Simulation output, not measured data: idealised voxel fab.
The document below concerns the process module designated voxel capacitor over wiring.
Shown is cross-section cut, with a width of 240 nm and square cells of size 5 nm.
Cross-section = grid of square cells, listed top down in bands; band = one or more rows. Basically the band line says how high the top is and how high the bottom is, in nm, and then what's in it from left to right, every material with its width in nm. Empty space shows up as "empty", and if a single material carries "full width" it runs the full band edge to edge. A quick word on heights: they are counted from 0, and under that level the wafer as it came to us is one material throughout. The lowest band is different from the rest in having no bottom; it simply continues downward, written as in "top 0, no bottom". A two-number width, for instance "30..40", indicates that the width is equal to the first number in the top row of the band and to the second number in the bottom row, and that it changes by a constant amount per row of cells. Take "stayed the same" at face value: in the step it is given for, the cross-section changed in none of its cells. "Fully closed voids" contains a list of empty spaces, each no smaller than 8 cells and without an open way to the top, written in the form width x height at distance with the distance from the left edge and all three in nm. Where a step's line continues beyond its settings, the continuation is a remark by the simulator itself on that step. overlay nm: step with mask; distance mask lay right of planned place; negative value = left of planned place.
Intended process steps
step 1: RECEIVE | material Si
step 2: CONFORMAL_DEP | material SiO2 | thk nm 15
step 3: DIRECTIONAL_DEP | material TiN | thk nm 5
step 4: DIRECTIONAL_DEP | material W | thk nm 25
step 5: MASKED_ETCH | tone cover | mask id METAL_1 | width nm 20 | pitch nm 80 | etch materials W | depth nm 25 | overlay nm 0
step 6: MASKED_ETCH | tone cover | mask id METAL_1 | width nm 20 | pitch nm 80 | etch materials TiN | depth nm 5 | overlay nm 0
step 7: CONFORMAL_DEP | material SiN | thk nm 5
step 8: FILL_DEP | material lowk | thk nm 10
step 9: CMP | height nm 45
step 10: CONFORMAL_DEP | material SiCN | thk nm 5
step 11: DIRECTIONAL_DEP | material SiO2 | thk nm 10
step 12: MASKED_ETCH | tone open | mask id PLUG_1 | width nm 15 | etch materials SiO2 | depth nm 10 | overlay nm 0
step 13: MASKED_ETCH | tone open | mask id PLUG_1 | width nm 15 | etch materials SiCN | depth nm 5 | overlay nm 0
step 14: EPI | material Ru | thk nm 10
step 15: EPI | material Ru | thk nm 5
step 16: DIRECTIONAL_DEP | material TiN | thk nm 5
step 17: DIRECTIONAL_DEP | material Al2O3 | thk nm 5
step 18: DIRECTIONAL_DEP | material TiN | thk nm 10
step 19: PATTERN | tone cover | mask id UPPER_PLATE | material resist | width nm 65 | thk nm 20 | overlay nm 0
step 20: DIRECTIONAL_ETCH | etch materials TiN | depth nm 10
step 21: DIRECTIONAL_ETCH | etch materials Al2O3 | depth nm 5
step 22: STRIP | etch materials resist
step 23: PATTERN | tone cover | mask id LOWER_PLATE | material resist | width nm 75 | thk nm 15 | overlay nm 0
step 24: DIRECTIONAL_ETCH | etch materials TiN | depth nm 5
step 25: STRIP | etch materials resist
step 26: FILL_DEP | material SiO2 | thk nm 15
step 27: CMP | height nm 90
step 28: PATTERN | tone open | mask id PLUG_2 | material resist | width nm 15 | thk nm 20 | overlay nm 0
step 29: DIRECTIONAL_ETCH | etch materials SiO2 | depth nm 10
step 30: STRIP | etch materials resist
step 31: CONFORMAL_DEP | material TiN | thk nm 5
step 32: FILL_DEP | material Cu | thk nm 10
step 33: CMP | height nm 90
step 34: CONFORMAL_DEP | material SiN | thk nm 5
First of the two wafers, run per plan
Delivered wafer in cross-section: state after step 1
- top 0, no bottom | Si full width
- Fully closed voids: none
So this is the wafer cross-section right after step 2
- top 15, bottom 0 | SiO2 full width
- Everything under 0 stays put, no change at all.
So this is the wafer cross-section right after step 3
- top 20, bottom 15 | TiN full width
- Everything under 15 stays put, no change at all.
So this is the wafer cross-section right after step 4
- top 45, bottom 20 | W full width
- Everything under 20 stays put, no change at all.
So this is the wafer cross-section right after step 5
- top 45, bottom 20 | empty 70 nm | W 20 nm | empty 60 nm | W 20 nm | empty 70 nm
- Everything under 20 stays put, no change at all.
So this is the wafer cross-section right after step 6
- top 45, bottom 20 | empty 70 nm | W 20 nm | empty 60 nm | W 20 nm | empty 70 nm
- top 20, bottom 15 | empty 70 nm | TiN 20 nm | empty 60 nm | TiN 20 nm | empty 70 nm
- Everything under 15 stays put, no change at all.
So this is the wafer cross-section right after step 7
- top 50, bottom 45 | empty 65 nm | SiN 30 nm | empty 50 nm | SiN 30 nm | empty 65 nm
- top 45, bottom 20 | empty 65 nm | SiN 5 nm | W 20 nm | SiN 5 nm | empty 50 nm | SiN 5 nm | W 20 nm | SiN 5 nm | empty 65 nm
- top 20, bottom 15 | SiN 70 nm | TiN 20 nm | SiN 60 nm | TiN 20 nm | SiN 70 nm
- Everything under 15 stays put, no change at all.
So this is the wafer cross-section right after step 8
- top 60, bottom 50 | lowk full width
- top 50, bottom 45 | lowk 65 nm | SiN 30 nm | lowk 50 nm | SiN 30 nm | lowk 65 nm
- top 45, bottom 20 | lowk 65 nm | SiN 5 nm | W 20 nm | SiN 5 nm | lowk 50 nm | SiN 5 nm | W 20 nm | SiN 5 nm | lowk 65 nm
- Everything under 20 stays put, no change at all.
So this is the wafer cross-section right after step 9
- top 45, bottom 20 | lowk 65 nm | SiN 5 nm | W 20 nm | SiN 5 nm | lowk 50 nm | SiN 5 nm | W 20 nm | SiN 5 nm | lowk 65 nm
- Everything under 20 stays put, no change at all.
So this is the wafer cross-section right after step 10
- top 50, bottom 45 | SiCN full width
- Everything under 45 stays put, no change at all.
So this is the wafer cross-section right after step 11
- top 60, bottom 50 | SiO2 full width
- Everything under 50 stays put, no change at all.
So this is the wafer cross-section right after step 12
- top 60, bottom 50 | SiO2 75 nm | empty 15 nm | SiO2 150 nm
- Everything under 50 stays put, no change at all.
So this is the wafer cross-section right after step 13
- top 60, bottom 50 | SiO2 75 nm | empty 15 nm | SiO2 150 nm
- top 50, bottom 45 | SiCN 75 nm | empty 15 nm | SiCN 150 nm
- Everything under 45 stays put, no change at all.
So this is the wafer cross-section right after step 14
- top 60, bottom 55 | SiO2 75 nm | empty 15 nm | SiO2 150 nm
- top 55, bottom 50 | SiO2 75 nm | Ru 15 nm | SiO2 150 nm
- top 50, bottom 45 | SiCN 75 nm | Ru 15 nm | SiCN 150 nm
- Everything under 45 stays put, no change at all.
So this is the wafer cross-section right after step 15
- top 60, bottom 50 | SiO2 75 nm | Ru 15 nm | SiO2 150 nm
- Everything under 50 stays put, no change at all.
So this is the wafer cross-section right after step 16
- top 65, bottom 60 | TiN full width
- Everything under 60 stays put, no change at all.
So this is the wafer cross-section right after step 17
- top 70, bottom 65 | Al2O3 full width
- Everything under 65 stays put, no change at all.
So this is the wafer cross-section right after step 18
- top 80, bottom 70 | TiN full width
- Everything under 70 stays put, no change at all.
So this is the wafer cross-section right after step 19
- top 100, bottom 80 | empty 75 nm | resist 65 nm | empty 100 nm
- Everything under 80 stays put, no change at all.
So this is the wafer cross-section right after step 20
- top 100, bottom 80 | empty 75 nm | resist 65 nm | empty 100 nm
- top 80, bottom 70 | empty 75 nm | TiN 65 nm | empty 100 nm
- Everything under 70 stays put, no change at all.
So this is the wafer cross-section right after step 21
- top 100, bottom 80 | empty 75 nm | resist 65 nm | empty 100 nm
- top 80, bottom 70 | empty 75 nm | TiN 65 nm | empty 100 nm
- top 70, bottom 65 | empty 75 nm | Al2O3 65 nm | empty 100 nm
- Everything under 65 stays put, no change at all.
So this is the wafer cross-section right after step 22
- top 80, bottom 70 | empty 75 nm | TiN 65 nm | empty 100 nm
- Everything under 70 stays put, no change at all.
So this is the wafer cross-section right after step 23
- top 95, bottom 80 | empty 70 nm | resist 75 nm | empty 95 nm
- top 80, bottom 70 | empty 70 nm | resist 5 nm | TiN 65 nm | resist 5 nm | empty 95 nm
- top 70, bottom 65 | empty 70 nm | resist 5 nm | Al2O3 65 nm | resist 5 nm | empty 95 nm
- Everything under 65 stays put, no change at all.
So this is the wafer cross-section right after step 24
- top 95, bottom 80 | empty 70 nm | resist 75 nm | empty 95 nm
- top 80, bottom 70 | empty 70 nm | resist 5 nm | TiN 65 nm | resist 5 nm | empty 95 nm
- top 70, bottom 65 | empty 70 nm | resist 5 nm | Al2O3 65 nm | resist 5 nm | empty 95 nm
- top 65, bottom 60 | empty 70 nm | TiN 75 nm | empty 95 nm
- Everything under 60 stays put, no change at all.
So this is the wafer cross-section right after step 25
- top 80, bottom 70 | empty 75 nm | TiN 65 nm | empty 100 nm
- top 70, bottom 65 | empty 75 nm | Al2O3 65 nm | empty 100 nm
- Everything under 65 stays put, no change at all.
So this is the wafer cross-section right after step 26
- top 95, bottom 80 | SiO2 full width
- top 80, bottom 70 | SiO2 75 nm | TiN 65 nm | SiO2 100 nm
- top 70, bottom 65 | SiO2 75 nm | Al2O3 65 nm | SiO2 100 nm
- top 65, bottom 60 | SiO2 70 nm | TiN 75 nm | SiO2 95 nm
- Everything under 60 stays put, no change at all.
So this is the wafer cross-section right after step 27
- top 90, bottom 80 | SiO2 full width
- Everything under 80 stays put, no change at all.
So this is the wafer cross-section right after step 28
- top 110, bottom 90 | resist 85 nm | empty 15 nm | resist 140 nm
- Everything under 90 stays put, no change at all.
So this is the wafer cross-section right after step 29
- top 110, bottom 90 | resist 85 nm | empty 15 nm | resist 140 nm
- top 90, bottom 80 | SiO2 85 nm | empty 15 nm | SiO2 140 nm
- Everything under 80 stays put, no change at all.
So this is the wafer cross-section right after step 30
- top 90, bottom 80 | SiO2 85 nm | empty 15 nm | SiO2 140 nm
- Everything under 80 stays put, no change at all.
So this is the wafer cross-section right after step 31
- top 95, bottom 90 | TiN 90 nm | empty 5 nm | TiN 145 nm
- top 90, bottom 85 | SiO2 85 nm | TiN 5 nm | empty 5 nm | TiN 5 nm | SiO2 140 nm
- top 85, bottom 80 | SiO2 85 nm | TiN 15 nm | SiO2 140 nm
- Everything under 80 stays put, no change at all.
So this is the wafer cross-section right after step 32
- top 105, bottom 95 | Cu full width
- top 95, bottom 90 | TiN 90 nm | Cu 5 nm | TiN 145 nm
- top 90, bottom 85 | SiO2 85 nm | TiN 5 nm | Cu 5 nm | TiN 5 nm | SiO2 140 nm
- Everything under 85 stays put, no change at all.
So this is the wafer cross-section right after step 33
- top 90, bottom 85 | SiO2 85 nm | TiN 5 nm | Cu 5 nm | TiN 5 nm | SiO2 140 nm
- Everything under 85 stays put, no change at all.
So this is the wafer cross-section right after step 34
- top 95, bottom 90 | SiN full width
- Everything under 90 stays put, no change at all.
Second wafer, same starting state and plan as the first, one mistake in the run, identical through step 15
Second wafer profile in section, at the moment step 16 of the plan was meant to be complete: stayed the same
Second wafer profile in section, at the moment step 17 of the plan was meant to be complete
- top 65, bottom 60 | Al2O3 full width
- Everything under 60 stays put, no change at all.
Second wafer profile in section, at the moment step 18 of the plan was meant to be complete
- top 75, bottom 65 | TiN full width
- Everything under 65 stays put, no change at all.
Second wafer profile in section, at the moment step 19 of the plan was meant to be complete
- top 95, bottom 75 | empty 75 nm | resist 65 nm | empty 100 nm
- Everything under 75 stays put, no change at all.
Second wafer profile in section, at the moment step 20 of the plan was meant to be complete
- top 95, bottom 75 | empty 75 nm | resist 65 nm | empty 100 nm
- top 75, bottom 65 | empty 75 nm | TiN 65 nm | empty 100 nm
- Everything under 65 stays put, no change at all.
Second wafer profile in section, at the moment step 21 of the plan was meant to be complete
- top 95, bottom 75 | empty 75 nm | resist 65 nm | empty 100 nm
- top 75, bottom 65 | empty 75 nm | TiN 65 nm | empty 100 nm
- top 65, bottom 60 | empty 75 nm | Al2O3 65 nm | empty 100 nm
- Everything under 60 stays put, no change at all.
Second wafer profile in section, at the moment step 22 of the plan was meant to be complete
- top 75, bottom 65 | empty 75 nm | TiN 65 nm | empty 100 nm
- Everything under 65 stays put, no change at all.
Second wafer profile in section, at the moment step 23 of the plan was meant to be complete
- top 90, bottom 75 | empty 70 nm | resist 75 nm | empty 95 nm
- top 75, bottom 65 | empty 70 nm | resist 5 nm | TiN 65 nm | resist 5 nm | empty 95 nm
- top 65, bottom 60 | empty 70 nm | resist 5 nm | Al2O3 65 nm | resist 5 nm | empty 95 nm
- Everything under 60 stays put, no change at all.
Second wafer profile in section, at the moment step 24 of the plan was meant to be complete: stayed the same
Second wafer profile in section, at the moment step 25 of the plan was meant to be complete
- top 75, bottom 65 | empty 75 nm | TiN 65 nm | empty 100 nm
- top 65, bottom 60 | empty 75 nm | Al2O3 65 nm | empty 100 nm
- Everything under 60 stays put, no change at all.
Second wafer profile in section, at the moment step 26 of the plan was meant to be complete
- top 90, bottom 75 | SiO2 full width
- top 75, bottom 65 | SiO2 75 nm | TiN 65 nm | SiO2 100 nm
- top 65, bottom 60 | SiO2 75 nm | Al2O3 65 nm | SiO2 100 nm
- Everything under 60 stays put, no change at all.
Second wafer profile in section, at the moment step 27 of the plan was meant to be complete: stayed the same
Second wafer profile in section, at the moment step 28 of the plan was meant to be complete
- top 110, bottom 90 | resist 85 nm | empty 15 nm | resist 140 nm
- Everything under 90 stays put, no change at all.
Second wafer profile in section, at the moment step 29 of the plan was meant to be complete
- top 110, bottom 90 | resist 85 nm | empty 15 nm | resist 140 nm
- top 90, bottom 80 | SiO2 85 nm | empty 15 nm | SiO2 140 nm
- Everything under 80 stays put, no change at all.
Second wafer profile in section, at the moment step 30 of the plan was meant to be complete
- top 90, bottom 80 | SiO2 85 nm | empty 15 nm | SiO2 140 nm
- Everything under 80 stays put, no change at all.
Second wafer profile in section, at the moment step 31 of the plan was meant to be complete
- top 95, bottom 90 | TiN 90 nm | empty 5 nm | TiN 145 nm
- top 90, bottom 85 | SiO2 85 nm | TiN 5 nm | empty 5 nm | TiN 5 nm | SiO2 140 nm
- top 85, bottom 80 | SiO2 85 nm | TiN 15 nm | SiO2 140 nm
- Everything under 80 stays put, no change at all.
Second wafer profile in section, at the moment step 32 of the plan was meant to be complete
- top 105, bottom 95 | Cu full width
- top 95, bottom 90 | TiN 90 nm | Cu 5 nm | TiN 145 nm
- top 90, bottom 85 | SiO2 85 nm | TiN 5 nm | Cu 5 nm | TiN 5 nm | SiO2 140 nm
- Everything under 85 stays put, no change at all.
Second wafer profile in section, at the moment step 33 of the plan was meant to be complete
- top 90, bottom 85 | SiO2 85 nm | TiN 5 nm | Cu 5 nm | TiN 5 nm | SiO2 140 nm
- Everything under 85 stays put, no change at all.
Second wafer profile in section, at the moment step 34 of the plan was meant to be complete
- top 95, bottom 90 | SiN full width
- Everything under 90 stays put, no change at all.
What was done differently from what was planned? yeah, step 16 of the plan got skipped, never ran
End of process, cell counts, second wafer against first, materials with more or fewer: +15 SiO2; -15 TiN
